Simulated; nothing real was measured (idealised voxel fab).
Module name: voxel self aligned vias (process module)
It is cross-section cut that appears here, measuring 295 nm in width, its square cells being 5 nm in size.
In this document a cross-section is written as a grid of square cells. It is given as a series of bands, listed from the top down, and a band is one or more rows of cells.
Heights first: top, then bottom, in nm. Then materials, left to right, each with a width in nm. "everywhere" on a single material: fills the band edge to edge. "blank": empty space.
Heights are reckoned from 0. Under this level, the received wafer is all of one material. The bottommost band is open-ended downward, for example "0 nm and below".
Read "30 to 40" as a graded width: first number on top, second number at the bottom, same change between each pair of neighbouring rows.
The cross-section has no changed cell in any step marked "nothing altered".
"Non-vented voids" lists enclosed empty spaces (at least 8 cells, no open path upward to the top), each as width x height at distance from the left edge, in nm.
Anything after a step's settings on that line? It's the simulator's own note about the step.
Each step line may optionally specify "overlay nm", which for a step with a mask gives the rightward distance between the mask's planned place and where it lay, a negative value indicating the leftward direction.
Note on reading: below, each pair holds a cross-section from before one process step and one from after it; the one from after shows only down to the lowest band that changed. Beneath the pair, the step in between is stated along with its settings. The pairs can stem from different runs of this module on the same starting wafer. Where a pair's entry headed "Pre-step geometry" says so, and only there, that pair continues from the pair above it.
Pre-step geometry:
0 nm and below  Si everywhere
Non-vented voids: none
Cut View, Post-Step:
10 nm to 0 nm  SiO2 everywhere
Below a height of 0, the structure has not been altered.
Non-vented voids: none
For reference, the processing step occurring between the two cross-sections presented above is as follows: CONFORMAL_DEP | material SiO2 | thk nm 10
Pre-step geometry: this step begins from the cross-section that the pair just above shows after its step.
Cut View, Post-Step:
15 nm to 10 nm  SiCN everywhere
Below a height of 10, the structure has not been altered.
Non-vented voids: none
For reference, the processing step occurring between the two cross-sections presented above is as follows: CONFORMAL_DEP | material SiCN | thk nm 5
Pre-step geometry: this step begins from the cross-section that the pair just above shows after its step.
Cut View, Post-Step:
45 nm to 15 nm  lowk everywhere
Below a height of 15, the structure has not been altered.
Non-vented voids: none
For reference, the processing step occurring between the two cross-sections presented above is as follows: DIRECTIONAL_DEP | material lowk | thk nm 30
Pre-step geometry: this step begins from the cross-section that the pair just above shows after its step.
Cut View, Post-Step:
55 nm to 45 nm  aC everywhere
Below a height of 45, the structure has not been altered.
Non-vented voids: none
For reference, the processing step occurring between the two cross-sections presented above is as follows: DIRECTIONAL_DEP | material aC | thk nm 10
Pre-step geometry: this step begins from the cross-section that the pair just above shows after its step.
Cut View, Post-Step:
80 nm to 55 nm  resist: 110 / blank: 20 / resist: 35 / blank: 20 / resist: 110
Below a height of 55, the structure has not been altered.
Non-vented voids: none
For reference, the processing step occurring between the two cross-sections presented above is as follows: PATTERN | tone open | mask id LINES | material resist | width nm 20 | pitch nm 55 | thk nm 25 | overlay nm 0
Pre-step geometry: this step begins from the cross-section that the pair just above shows after its step.
Cut View, Post-Step:
70 nm to 55 nm  resist: 110 / blank: 20 / resist: 35 / blank: 20 / resist: 110
55 nm to 45 nm  aC: 110 / blank: 20 / aC: 35 / blank: 20 / aC: 110
Below a height of 45, the structure has not been altered.
Non-vented voids: none
For reference, the processing step occurring between the two cross-sections presented above is as follows: DIRECTIONAL_ETCH | etch materials aC | depth nm 10
Pre-step geometry: this step begins from the cross-section that the pair just above shows after its step.
Cut View, Post-Step:
55 nm to 45 nm  aC: 110 / blank: 20 / aC: 35 / blank: 20 / aC: 110
Below a height of 45, the structure has not been altered.
Non-vented voids: none
For reference, the processing step occurring between the two cross-sections presented above is as follows: STRIP | etch materials resist
Pre-step geometry: this step begins from the cross-section that the pair just above shows after its step.
Cut View, Post-Step:
55 nm to 45 nm  aC: 110 / blank: 20 / aC: 35 / blank: 20 / aC: 110
45 nm to 15 nm  lowk: 110 / blank: 20 / lowk: 35 / blank: 20 / lowk: 110
Below a height of 15, the structure has not been altered.
Non-vented voids: none
For reference, the processing step occurring between the two cross-sections presented above is as follows: DIRECTIONAL_ETCH | etch materials lowk | depth nm 30
Pre-step geometry: this step begins from the cross-section that the pair just above shows after its step.
Cut View, Post-Step:
45 nm to 15 nm  lowk: 110 / blank: 20 / lowk: 35 / blank: 20 / lowk: 110
Below a height of 15, the structure has not been altered.
Non-vented voids: none
For reference, the processing step occurring between the two cross-sections presented above is as follows: STRIP | etch materials aC
Pre-step geometry: this step begins from the cross-section that the pair just above shows after its step.
Cut View, Post-Step:
50 nm to 45 nm  TiN: 115 / blank: 10 / TiN: 45 / blank: 10 / TiN: 115
45 nm to 20 nm  lowk: 110 / TiN: 5 / blank: 10 / TiN: 5 / lowk: 35 / TiN: 5 / blank: 10 / TiN: 5 / lowk: 110
20 nm to 15 nm  lowk: 110 / TiN: 20 / lowk: 35 / TiN: 20 / lowk: 110
Below a height of 15, the structure has not been altered.
Non-vented voids: none
For reference, the processing step occurring between the two cross-sections presented above is as follows: CONFORMAL_DEP | material TiN | thk nm 5
Pre-step geometry: this step begins from the cross-section that the pair just above shows after its step.
Cut View, Post-Step:
55 nm to 50 nm  Ru everywhere
50 nm to 45 nm  TiN: 115 / Ru: 10 / TiN: 45 / Ru: 10 / TiN: 115
45 nm to 20 nm  lowk: 110 / TiN: 5 / Ru: 10 / TiN: 5 / lowk: 35 / TiN: 5 / Ru: 10 / TiN: 5 / lowk: 110
Below a height of 20, the structure has not been altered.
Non-vented voids: none
For reference, the processing step occurring between the two cross-sections presented above is as follows: FILL_DEP | material Ru | thk nm 5
Pre-step geometry: this step begins from the cross-section that the pair just above shows after its step.
Cut View, Post-Step:
45 nm to 20 nm  lowk: 110 / TiN: 5 / Ru: 10 / TiN: 5 / lowk: 35 / TiN: 5 / Ru: 10 / TiN: 5 / lowk: 110
Below a height of 20, the structure has not been altered.
Non-vented voids: none
For reference, the processing step occurring between the two cross-sections presented above is as follows: CMP | height nm 45
Pre-step geometry: this step begins from the cross-section that the pair just above shows after its step.
Cut View, Post-Step:
45 nm to 40 nm  lowk: 110 / blank: 20 / lowk: 35 / blank: 20 / lowk: 110
Below a height of 40, the structure has not been altered.
Non-vented voids: none
For reference, the processing step occurring between the two cross-sections presented above is as follows: SELECTIVE_ETCH | etch materials W Ru TiN | depth nm 5
Pre-step geometry: this step begins from the cross-section that the pair just above shows after its step.
Cut View, Post-Step:
50 nm to 45 nm  SiN everywhere
45 nm to 40 nm  lowk: 110 / SiN: 20 / lowk: 35 / SiN: 20 / lowk: 110
Below a height of 40, the structure has not been altered.
Non-vented voids: none
For reference, the processing step occurring between the two cross-sections presented above is as follows: FILL_DEP | material SiN | thk nm 5
Pre-step geometry: this step begins from the cross-section that the pair just above shows after its step.
Cut View, Post-Step:
45 nm to 40 nm  lowk: 110 / SiN: 20 / lowk: 35 / SiN: 20 / lowk: 110
Below a height of 40, the structure has not been altered.
Non-vented voids: none
For reference, the processing step occurring between the two cross-sections presented above is as follows: CMP | height nm 45
Pre-step geometry: this step begins from the cross-section that the pair just above shows after its step.
Cut View, Post-Step:
60 nm to 45 nm  lowk everywhere
Below a height of 45, the structure has not been altered.
Non-vented voids: none
For reference, the processing step occurring between the two cross-sections presented above is as follows: DIRECTIONAL_DEP | material lowk | thk nm 15
Pre-step geometry: this step begins from the cross-section that the pair just above shows after its step.
Cut View, Post-Step:
75 nm to 60 nm  aC everywhere
Below a height of 60, the structure has not been altered.
Non-vented voids: none
For reference, the processing step occurring between the two cross-sections presented above is as follows: DIRECTIONAL_DEP | material aC | thk nm 15
Pre-step geometry: this step begins from the cross-section that the pair just above shows after its step.
Cut View, Post-Step:
105 nm to 75 nm  resist: 105 / blank: 30 / resist: 160
Below a height of 75, the structure has not been altered.
Non-vented voids: none
For reference, the processing step occurring between the two cross-sections presented above is as follows: PATTERN | tone open | mask id VIAS | material resist | width nm 30 | thk nm 30 | overlay nm 0
Pre-step geometry: this step begins from the cross-section that the pair just above shows after its step.
Cut View, Post-Step:
90 nm to 75 nm  resist: 105 / blank: 30 / resist: 160
75 nm to 60 nm  aC: 105 / blank: 30 / aC: 160
Below a height of 60, the structure has not been altered.
Non-vented voids: none
For reference, the processing step occurring between the two cross-sections presented above is as follows: DIRECTIONAL_ETCH | etch materials aC | depth nm 15
Pre-step geometry: this step begins from the cross-section that the pair just above shows after its step.
Cut View, Post-Step:
75 nm to 60 nm  aC: 105 / blank: 30 / aC: 160
Below a height of 60, the structure has not been altered.
Non-vented voids: none
For reference, the processing step occurring between the two cross-sections presented above is as follows: STRIP | etch materials resist
Pre-step geometry: this step begins from the cross-section that the pair just above shows after its step.
Cut View, Post-Step:
75 nm to 60 nm  aC: 105 / blank: 30 / aC: 160
60 nm to 45 nm  lowk: 105 / blank: 30 / lowk: 160
Below a height of 45, the structure has not been altered.
Non-vented voids: none
For reference, the processing step occurring between the two cross-sections presented above is as follows: DIRECTIONAL_ETCH | etch materials lowk | depth nm 15
Pre-step geometry: this step begins from the cross-section that the pair just above shows after its step.
Cut View, Post-Step:
75 nm to 60 nm  aC: 105 / blank: 30 / aC: 160
60 nm to 45 nm  lowk: 105 / blank: 30 / lowk: 160
45 nm to 40 nm  lowk: 110 / blank: 20 / lowk: 35 / SiN: 20 / lowk: 110
Below a height of 40, the structure has not been altered.
Non-vented voids: none
For reference, the processing step occurring between the two cross-sections presented above is as follows: DIRECTIONAL_ETCH | etch materials SiN | depth nm 5
Pre-step geometry: this step begins from the cross-section that the pair just above shows after its step.
Cut View, Post-Step:
60 nm to 45 nm  lowk: 105 / blank: 30 / lowk: 160
Below a height of 45, the structure has not been altered.
Non-vented voids: none
For reference, the processing step occurring between the two cross-sections presented above is as follows: STRIP | etch materials aC
Pre-step geometry: this step begins from the cross-section that the pair just above shows after its step.
Cut View, Post-Step:
65 nm to 60 nm  TiN: 110 / blank: 20 / TiN: 165
60 nm to 50 nm  lowk: 105 / TiN: 5 / blank: 20 / TiN: 5 / lowk: 160
50 nm to 45 nm  lowk: 105 / TiN: 10 / blank: 10 / TiN: 10 / lowk: 160
45 nm to 40 nm  lowk: 110 / TiN: 20 / lowk: 35 / SiN: 20 / lowk: 110
Below a height of 40, the structure has not been altered.
Non-vented voids: none
For reference, the processing step occurring between the two cross-sections presented above is as follows: CONFORMAL_DEP | material TiN | thk nm 5
Pre-step geometry: this step begins from the cross-section that the pair just above shows after its step.
Cut View, Post-Step:
70 nm to 65 nm  Cu everywhere
65 nm to 60 nm  TiN: 110 / Cu: 20 / TiN: 165
60 nm to 50 nm  lowk: 105 / TiN: 5 / Cu: 20 / TiN: 5 / lowk: 160
50 nm to 45 nm  lowk: 105 / TiN: 10 / Cu: 10 / TiN: 10 / lowk: 160
Below a height of 45, the structure has not been altered.
Non-vented voids: none
For reference, the processing step occurring between the two cross-sections presented above is as follows: FILL_DEP | material Cu | thk nm 5
Pre-step geometry: this step begins from the cross-section that the pair just above shows after its step.
Cut View, Post-Step:
60 nm to 50 nm  lowk: 105 / TiN: 5 / Cu: 20 / TiN: 5 / lowk: 160
Below a height of 50, the structure has not been altered.
Non-vented voids: none
For reference, the processing step occurring between the two cross-sections presented above is as follows: CMP | height nm 60
Pre-step geometry: this step begins from the cross-section that the pair just above shows after its step.
Cut View, Post-Step:
65 nm to 60 nm  SiN everywhere
Below a height of 60, the structure has not been altered.
Non-vented voids: none
For reference, the processing step occurring between the two cross-sections presented above is as follows: CONFORMAL_DEP | material SiN | thk nm 5
Pre-step geometry:
0 nm and below  Si everywhere
Non-vented voids: none
Cut View, Post-Step:
5 nm to 0 nm  SiCN everywhere
Below a height of 0, the structure has not been altered.
Non-vented voids: none
For reference, the processing step occurring between the two cross-sections presented above is as follows: CONFORMAL_DEP | material SiCN | thk nm 5
Pre-step geometry: this step begins from the cross-section that the pair just above shows after its step.
Cut View, Post-Step:
35 nm to 5 nm  lowk everywhere
Below a height of 5, the structure has not been altered.
Non-vented voids: none
For reference, the processing step occurring between the two cross-sections presented above is as follows: DIRECTIONAL_DEP | material lowk | thk nm 30
Pre-step geometry: this step begins from the cross-section that the pair just above shows after its step.
Cut View, Post-Step:
45 nm to 35 nm  aC everywhere
Below a height of 35, the structure has not been altered.
Non-vented voids: none
For reference, the processing step occurring between the two cross-sections presented above is as follows: DIRECTIONAL_DEP | material aC | thk nm 10
Pre-step geometry: this step begins from the cross-section that the pair just above shows after its step.
Cut View, Post-Step:
70 nm to 45 nm  resist: 110 / blank: 20 / resist: 35 / blank: 20 / resist: 110
Below a height of 45, the structure has not been altered.
Non-vented voids: none
For reference, the processing step occurring between the two cross-sections presented above is as follows: PATTERN | tone open | mask id LINES | material resist | width nm 20 | pitch nm 55 | thk nm 25 | overlay nm 0
Pre-step geometry: this step begins from the cross-section that the pair just above shows after its step.
Cut View, Post-Step:
60 nm to 45 nm  resist: 110 / blank: 20 / resist: 35 / blank: 20 / resist: 110
45 nm to 35 nm  aC: 110 / blank: 20 / aC: 35 / blank: 20 / aC: 110
Below a height of 35, the structure has not been altered.
Non-vented voids: none
For reference, the processing step occurring between the two cross-sections presented above is as follows: DIRECTIONAL_ETCH | etch materials aC | depth nm 10
Pre-step geometry: this step begins from the cross-section that the pair just above shows after its step.
Cut View, Post-Step:
45 nm to 35 nm  aC: 110 / blank: 20 / aC: 35 / blank: 20 / aC: 110
Below a height of 35, the structure has not been altered.
Non-vented voids: none
For reference, the processing step occurring between the two cross-sections presented above is as follows: STRIP | etch materials resist
Pre-step geometry: this step begins from the cross-section that the pair just above shows after its step.
Cut View, Post-Step:
45 nm to 35 nm  aC: 110 / blank: 20 / aC: 35 / blank: 20 / aC: 110
35 nm to 5 nm  lowk: 110 / blank: 20 / lowk: 35 / blank: 20 / lowk: 110
Below a height of 5, the structure has not been altered.
Non-vented voids: none
For reference, the processing step occurring between the two cross-sections presented above is as follows: DIRECTIONAL_ETCH | etch materials lowk | depth nm 30
Pre-step geometry: this step begins from the cross-section that the pair just above shows after its step.
Cut View, Post-Step:
35 nm to 5 nm  lowk: 110 / blank: 20 / lowk: 35 / blank: 20 / lowk: 110
Below a height of 5, the structure has not been altered.
Non-vented voids: none
For reference, the processing step occurring between the two cross-sections presented above is as follows: STRIP | etch materials aC
Pre-step geometry: this step begins from the cross-section that the pair just above shows after its step.
Cut View, Post-Step:
40 nm to 35 nm  TiN: 115 / blank: 10 / TiN: 45 / blank: 10 / TiN: 115
35 nm to 10 nm  lowk: 110 / TiN: 5 / blank: 10 / TiN: 5 / lowk: 35 / TiN: 5 / blank: 10 / TiN: 5 / lowk: 110
10 nm to 5 nm  lowk: 110 / TiN: 20 / lowk: 35 / TiN: 20 / lowk: 110
Below a height of 5, the structure has not been altered.
Non-vented voids: none
For reference, the processing step occurring between the two cross-sections presented above is as follows: CONFORMAL_DEP | material TiN | thk nm 5
Pre-step geometry: this step begins from the cross-section that the pair just above shows after its step.
Cut View, Post-Step:
45 nm to 40 nm  Ru everywhere
40 nm to 35 nm  TiN: 115 / Ru: 10 / TiN: 45 / Ru: 10 / TiN: 115
35 nm to 10 nm  lowk: 110 / TiN: 5 / Ru: 10 / TiN: 5 / lowk: 35 / TiN: 5 / Ru: 10 / TiN: 5 / lowk: 110
Below a height of 10, the structure has not been altered.
Non-vented voids: none
For reference, the processing step occurring between the two cross-sections presented above is as follows: FILL_DEP | material Ru | thk nm 5
Pre-step geometry: this step begins from the cross-section that the pair just above shows after its step.
Cut View, Post-Step:
40 nm to 35 nm  TiN: 115 / Ru: 10 / TiN: 45 / Ru: 10 / TiN: 115
Below a height of 35, the structure has not been altered.
Non-vented voids: none
For reference, the processing step occurring between the two cross-sections presented above is as follows: SELECTIVE_ETCH | etch materials W Ru TiN | depth nm 5
Pre-step geometry: this step begins from the cross-section that the pair just above shows after its step.
Cut View, Post-Step:
45 nm to 40 nm  SiN everywhere
Below a height of 40, the structure has not been altered.
Non-vented voids: none
For reference, the processing step occurring between the two cross-sections presented above is as follows: FILL_DEP | material SiN | thk nm 5
Pre-step geometry: this step begins from the cross-section that the pair just above shows after its step.
Cut View, Post-Step:
60 nm to 45 nm  lowk everywhere
Below a height of 45, the structure has not been altered.
Non-vented voids: none
For reference, the processing step occurring between the two cross-sections presented above is as follows: DIRECTIONAL_DEP | material lowk | thk nm 15
Pre-step geometry: this step begins from the cross-section that the pair just above shows after its step.
Cut View, Post-Step:
75 nm to 60 nm  aC everywhere
Below a height of 60, the structure has not been altered.
Non-vented voids: none
For reference, the processing step occurring between the two cross-sections presented above is as follows: DIRECTIONAL_DEP | material aC | thk nm 15
Pre-step geometry: this step begins from the cross-section that the pair just above shows after its step.
Cut View, Post-Step:
105 nm to 75 nm  resist: 105 / blank: 30 / resist: 160
Below a height of 75, the structure has not been altered.
Non-vented voids: none
For reference, the processing step occurring between the two cross-sections presented above is as follows: PATTERN | tone open | mask id VIAS | material resist | width nm 30 | thk nm 30 | overlay nm 0
Pre-step geometry: this step begins from the cross-section that the pair just above shows after its step.
Cut View, Post-Step:
90 nm to 75 nm  resist: 105 / blank: 30 / resist: 160
75 nm to 60 nm  aC: 105 / blank: 30 / aC: 160
Below a height of 60, the structure has not been altered.
Non-vented voids: none
For reference, the processing step occurring between the two cross-sections presented above is as follows: DIRECTIONAL_ETCH | etch materials aC | depth nm 15
Pre-step geometry: this step begins from the cross-section that the pair just above shows after its step.
Cut View, Post-Step:
75 nm to 60 nm  aC: 105 / blank: 30 / aC: 160
Below a height of 60, the structure has not been altered.
Non-vented voids: none
For reference, the processing step occurring between the two cross-sections presented above is as follows: STRIP | etch materials resist
Pre-step geometry: this step begins from the cross-section that the pair just above shows after its step.
Cut View, Post-Step:
75 nm to 60 nm  aC: 105 / blank: 30 / aC: 160
60 nm to 45 nm  lowk: 105 / blank: 30 / lowk: 160
Below a height of 45, the structure has not been altered.
Non-vented voids: none
For reference, the processing step occurring between the two cross-sections presented above is as follows: DIRECTIONAL_ETCH | etch materials lowk | depth nm 15
Pre-step geometry: this step begins from the cross-section that the pair just above shows after its step.
Cut View, Post-Step:
75 nm to 60 nm  aC: 105 / blank: 30 / aC: 160
60 nm to 45 nm  lowk: 105 / blank: 30 / lowk: 160
45 nm to 40 nm  SiN: 105 / blank: 30 / SiN: 160
Below a height of 40, the structure has not been altered.
Non-vented voids: none
For reference, the processing step occurring between the two cross-sections presented above is as follows: DIRECTIONAL_ETCH | etch materials SiN | depth nm 5
Pre-step geometry: this step begins from the cross-section that the pair just above shows after its step.
Cut View, Post-Step:
60 nm to 45 nm  lowk: 105 / blank: 30 / lowk: 160
Below a height of 45, the structure has not been altered.
Non-vented voids: none
For reference, the processing step occurring between the two cross-sections presented above is as follows: STRIP | etch materials aC
Pre-step geometry: this step begins from the cross-section that the pair just above shows after its step.
Cut View, Post-Step:
65 nm to 60 nm  TiN: 110 / blank: 20 / TiN: 165
60 nm to 45 nm  lowk: 105 / TiN: 5 / blank: 20 / TiN: 5 / lowk: 160
45 nm to 40 nm  SiN: 105 / TiN: 30 / SiN: 160
Below a height of 40, the structure has not been altered.
Non-vented voids: none
For reference, the processing step occurring between the two cross-sections presented above is as follows: CONFORMAL_DEP | material TiN | thk nm 5
Pre-step geometry: this step begins from the cross-section that the pair just above shows after its step.
Cut View, Post-Step:
70 nm to 65 nm  Cu everywhere
65 nm to 60 nm  TiN: 110 / Cu: 20 / TiN: 165
60 nm to 45 nm  lowk: 105 / TiN: 5 / Cu: 20 / TiN: 5 / lowk: 160
Below a height of 45, the structure has not been altered.
Non-vented voids: none
For reference, the processing step occurring between the two cross-sections presented above is as follows: FILL_DEP | material Cu | thk nm 5
Pre-step geometry: this step begins from the cross-section that the pair just above shows after its step.
Cut View, Post-Step:
60 nm to 45 nm  lowk: 105 / TiN: 5 / Cu: 20 / TiN: 5 / lowk: 160
Below a height of 45, the structure has not been altered.
Non-vented voids: none
For reference, the processing step occurring between the two cross-sections presented above is as follows: CMP | height nm 60
Pre-step geometry: this step begins from the cross-section that the pair just above shows after its step.
Cut View, Post-Step:
65 nm to 60 nm  SiN everywhere
Below a height of 60, the structure has not been altered.
Non-vented voids: none
For reference, the processing step occurring between the two cross-sections presented above is as follows: CONFORMAL_DEP | material SiN | thk nm 5
Pre-step geometry:
75 nm to 60 nm  aC: 105 / blank: 30 / aC: 160
60 nm to 45 nm  lowk: 105 / blank: 30 / lowk: 160
45 nm to 40 nm  lowk: 110 / SiN: 20 / lowk: 35 / SiN: 20 / lowk: 110
40 nm to 20 nm  lowk: 110 / TiN: 5 / Ru: 10 / TiN: 5 / lowk: 35 / TiN: 5 / Ru: 10 / TiN: 5 / lowk: 110
20 nm to 15 nm  lowk: 110 / TiN: 20 / lowk: 35 / TiN: 20 / lowk: 110
15 nm to 10 nm  SiCN everywhere
10 nm to 0 nm  SiO2 everywhere
0 nm and below  Si everywhere
Non-vented voids: none
Cut View, Post-Step:
75 nm to 60 nm  aC: 105 / blank: 30 / aC: 160
60 nm to 45 nm  lowk: 105 / blank: 30 / lowk: 160
45 nm to 40 nm  lowk: 105 / blank: 5 / SiN: 20 / blank: 5 / lowk: 30 / SiN: 20 / lowk: 110
40 nm to 30 nm  lowk: 105 / blank: 5 / TiN: 5 / Ru: 10 / TiN: 5 / blank: 5 / lowk: 30 / TiN: 5 / Ru: 10 / TiN: 5 / lowk: 110
Below a height of 30, the structure has not been altered.
Non-vented voids: none
For reference, the processing step occurring between the two cross-sections presented above is as follows: DIRECTIONAL_ETCH | etch materials lowk | depth nm 15
Pre-step geometry: this step begins from the cross-section that the pair just above shows after its step.
Cut View, Post-Step:
75 nm to 60 nm  aC: 105 / blank: 30 / aC: 160
60 nm to 45 nm  lowk: 105 / blank: 30 / lowk: 160
45 nm to 40 nm  lowk: 105 / blank: 30 / lowk: 30 / SiN: 20 / lowk: 110
Below a height of 40, the structure has not been altered.
Non-vented voids: none
For reference, the processing step occurring between the two cross-sections presented above is as follows: DIRECTIONAL_ETCH | etch materials SiN | depth nm 5
Pre-step geometry: this step begins from the cross-section that the pair just above shows after its step.
Cut View, Post-Step:
60 nm to 45 nm  lowk: 105 / blank: 30 / lowk: 160
Below a height of 45, the structure has not been altered.
Non-vented voids: none
For reference, the processing step occurring between the two cross-sections presented above is as follows: STRIP | etch materials aC
Pre-step geometry: this step begins from the cross-section that the pair just above shows after its step.
Cut View, Post-Step:
65 nm to 60 nm  TiN: 110 / blank: 20 / TiN: 165
60 nm to 45 nm  lowk: 105 / TiN: 5 / blank: 20 / TiN: 5 / lowk: 160
45 nm to 40 nm  lowk: 105 / TiN: 30 / lowk: 30 / SiN: 20 / lowk: 110
40 nm to 30 nm  lowk: 105 / TiN: 10 / Ru: 10 / TiN: 10 / lowk: 30 / TiN: 5 / Ru: 10 / TiN: 5 / lowk: 110
Below a height of 30, the structure has not been altered.
Non-vented voids: none
For reference, the processing step occurring between the two cross-sections presented above is as follows: CONFORMAL_DEP | material TiN | thk nm 5
Pre-step geometry: this step begins from the cross-section that the pair just above shows after its step.
Cut View, Post-Step:
70 nm to 65 nm  Cu everywhere
65 nm to 60 nm  TiN: 110 / Cu: 20 / TiN: 165
60 nm to 45 nm  lowk: 105 / TiN: 5 / Cu: 20 / TiN: 5 / lowk: 160
Below a height of 45, the structure has not been altered.
Non-vented voids: none
For reference, the processing step occurring between the two cross-sections presented above is as follows: FILL_DEP | material Cu | thk nm 5
Pre-step geometry: this step begins from the cross-section that the pair just above shows after its step.
Cut View, Post-Step:
60 nm to 45 nm  lowk: 105 / TiN: 5 / Cu: 20 / TiN: 5 / lowk: 160
Below a height of 45, the structure has not been altered.
Non-vented voids: none
For reference, the processing step occurring between the two cross-sections presented above is as follows: CMP | height nm 60
Pre-step geometry: this step begins from the cross-section that the pair just above shows after its step.
Cut View, Post-Step:
65 nm to 60 nm  SiN everywhere
Below a height of 60, the structure has not been altered.
Non-vented voids: none
For reference, the processing step occurring between the two cross-sections presented above is as follows: CONFORMAL_DEP | material SiN | thk nm 5
Pre-step geometry:
5 nm to 0 nm  SiCN everywhere
0 nm and below  Si everywhere
Non-vented voids: none
Cut View, Post-Step:
15 nm to 5 nm  SiO2 everywhere
Below a height of 5, the structure has not been altered.
Non-vented voids: none
For reference, the processing step occurring between the two cross-sections presented above is as follows: CONFORMAL_DEP | material SiO2 | thk nm 10
Pre-step geometry: this step begins from the cross-section that the pair just above shows after its step.
Cut View, Post-Step:
45 nm to 15 nm  lowk everywhere
Below a height of 15, the structure has not been altered.
Non-vented voids: none
For reference, the processing step occurring between the two cross-sections presented above is as follows: DIRECTIONAL_DEP | material lowk | thk nm 30
Pre-step geometry: this step begins from the cross-section that the pair just above shows after its step.
Cut View, Post-Step:
55 nm to 45 nm  aC everywhere
Below a height of 45, the structure has not been altered.
Non-vented voids: none
For reference, the processing step occurring between the two cross-sections presented above is as follows: DIRECTIONAL_DEP | material aC | thk nm 10
Pre-step geometry: this step begins from the cross-section that the pair just above shows after its step.
Cut View, Post-Step:
80 nm to 55 nm  resist: 110 / blank: 20 / resist: 35 / blank: 20 / resist: 110
Below a height of 55, the structure has not been altered.
Non-vented voids: none
For reference, the processing step occurring between the two cross-sections presented above is as follows: PATTERN | tone open | mask id LINES | material resist | width nm 20 | pitch nm 55 | thk nm 25 | overlay nm 0
Pre-step geometry: this step begins from the cross-section that the pair just above shows after its step.
Cut View, Post-Step:
70 nm to 55 nm  resist: 110 / blank: 20 / resist: 35 / blank: 20 / resist: 110
55 nm to 45 nm  aC: 110 / blank: 20 / aC: 35 / blank: 20 / aC: 110
Below a height of 45, the structure has not been altered.
Non-vented voids: none
For reference, the processing step occurring between the two cross-sections presented above is as follows: DIRECTIONAL_ETCH | etch materials aC | depth nm 10
Pre-step geometry: this step begins from the cross-section that the pair just above shows after its step.
Cut View, Post-Step:
55 nm to 45 nm  aC: 110 / blank: 20 / aC: 35 / blank: 20 / aC: 110
Below a height of 45, the structure has not been altered.
Non-vented voids: none
For reference, the processing step occurring between the two cross-sections presented above is as follows: STRIP | etch materials resist
Pre-step geometry: this step begins from the cross-section that the pair just above shows after its step.
Cut View, Post-Step:
55 nm to 45 nm  aC: 110 / blank: 20 / aC: 35 / blank: 20 / aC: 110
45 nm to 15 nm  lowk: 110 / blank: 20 / lowk: 35 / blank: 20 / lowk: 110
Below a height of 15, the structure has not been altered.
Non-vented voids: none
For reference, the processing step occurring between the two cross-sections presented above is as follows: DIRECTIONAL_ETCH | etch materials lowk | depth nm 30
Pre-step geometry: this step begins from the cross-section that the pair just above shows after its step.
Cut View, Post-Step:
45 nm to 15 nm  lowk: 110 / blank: 20 / lowk: 35 / blank: 20 / lowk: 110
Below a height of 15, the structure has not been altered.
Non-vented voids: none
For reference, the processing step occurring between the two cross-sections presented above is as follows: STRIP | etch materials aC
Pre-step geometry: this step begins from the cross-section that the pair just above shows after its step.
Cut View, Post-Step:
50 nm to 45 nm  TiN: 115 / blank: 10 / TiN: 45 / blank: 10 / TiN: 115
45 nm to 20 nm  lowk: 110 / TiN: 5 / blank: 10 / TiN: 5 / lowk: 35 / TiN: 5 / blank: 10 / TiN: 5 / lowk: 110
20 nm to 15 nm  lowk: 110 / TiN: 20 / lowk: 35 / TiN: 20 / lowk: 110
Below a height of 15, the structure has not been altered.
Non-vented voids: none
For reference, the processing step occurring between the two cross-sections presented above is as follows: CONFORMAL_DEP | material TiN | thk nm 5
Pre-step geometry: this step begins from the cross-section that the pair just above shows after its step.
Cut View, Post-Step:
55 nm to 50 nm  Ru everywhere
50 nm to 45 nm  TiN: 115 / Ru: 10 / TiN: 45 / Ru: 10 / TiN: 115
45 nm to 20 nm  lowk: 110 / TiN: 5 / Ru: 10 / TiN: 5 / lowk: 35 / TiN: 5 / Ru: 10 / TiN: 5 / lowk: 110
Below a height of 20, the structure has not been altered.
Non-vented voids: none
For reference, the processing step occurring between the two cross-sections presented above is as follows: FILL_DEP | material Ru | thk nm 5
Pre-step geometry: this step begins from the cross-section that the pair just above shows after its step.
Cut View, Post-Step:
45 nm to 20 nm  lowk: 110 / TiN: 5 / Ru: 10 / TiN: 5 / lowk: 35 / TiN: 5 / Ru: 10 / TiN: 5 / lowk: 110
Below a height of 20, the structure has not been altered.
Non-vented voids: none
For reference, the processing step occurring between the two cross-sections presented above is as follows: CMP | height nm 45
Pre-step geometry: this step begins from the cross-section that the pair just above shows after its step.
Cut View, Post-Step:
45 nm to 40 nm  lowk: 110 / blank: 20 / lowk: 35 / blank: 20 / lowk: 110
Below a height of 40, the structure has not been altered.
Non-vented voids: none
For reference, the processing step occurring between the two cross-sections presented above is as follows: SELECTIVE_ETCH | etch materials W Ru TiN | depth nm 5
Pre-step geometry: this step begins from the cross-section that the pair just above shows after its step.
Cut View, Post-Step:
50 nm to 45 nm  SiN everywhere
45 nm to 40 nm  lowk: 110 / SiN: 20 / lowk: 35 / SiN: 20 / lowk: 110
Below a height of 40, the structure has not been altered.
Non-vented voids: none
For reference, the processing step occurring between the two cross-sections presented above is as follows: FILL_DEP | material SiN | thk nm 5
Pre-step geometry: this step begins from the cross-section that the pair just above shows after its step.
Cut View, Post-Step:
45 nm to 40 nm  lowk: 110 / SiN: 20 / lowk: 35 / SiN: 20 / lowk: 110
Below a height of 40, the structure has not been altered.
Non-vented voids: none
For reference, the processing step occurring between the two cross-sections presented above is as follows: CMP | height nm 45
Pre-step geometry: this step begins from the cross-section that the pair just above shows after its step.
Cut View, Post-Step:
60 nm to 45 nm  lowk everywhere
Below a height of 45, the structure has not been altered.
Non-vented voids: none
For reference, the processing step occurring between the two cross-sections presented above is as follows: DIRECTIONAL_DEP | material lowk | thk nm 15
Pre-step geometry: this step begins from the cross-section that the pair just above shows after its step.
Cut View, Post-Step:
75 nm to 60 nm  aC everywhere
Below a height of 60, the structure has not been altered.
Non-vented voids: none
For reference, the processing step occurring between the two cross-sections presented above is as follows: DIRECTIONAL_DEP | material aC | thk nm 15
Pre-step geometry: this step begins from the cross-section that the pair just above shows after its step.
Cut View, Post-Step:
105 nm to 75 nm  resist: 105 / blank: 30 / resist: 160
Below a height of 75, the structure has not been altered.
Non-vented voids: none
For reference, the processing step occurring between the two cross-sections presented above is as follows: PATTERN | tone open | mask id VIAS | material resist | width nm 30 | thk nm 30 | overlay nm 0
Pre-step geometry: this step begins from the cross-section that the pair just above shows after its step.
Cut View, Post-Step:
90 nm to 75 nm  resist: 105 / blank: 30 / resist: 160
75 nm to 60 nm  aC: 105 / blank: 30 / aC: 160
Below a height of 60, the structure has not been altered.
Non-vented voids: none
For reference, the processing step occurring between the two cross-sections presented above is as follows: DIRECTIONAL_ETCH | etch materials aC | depth nm 15
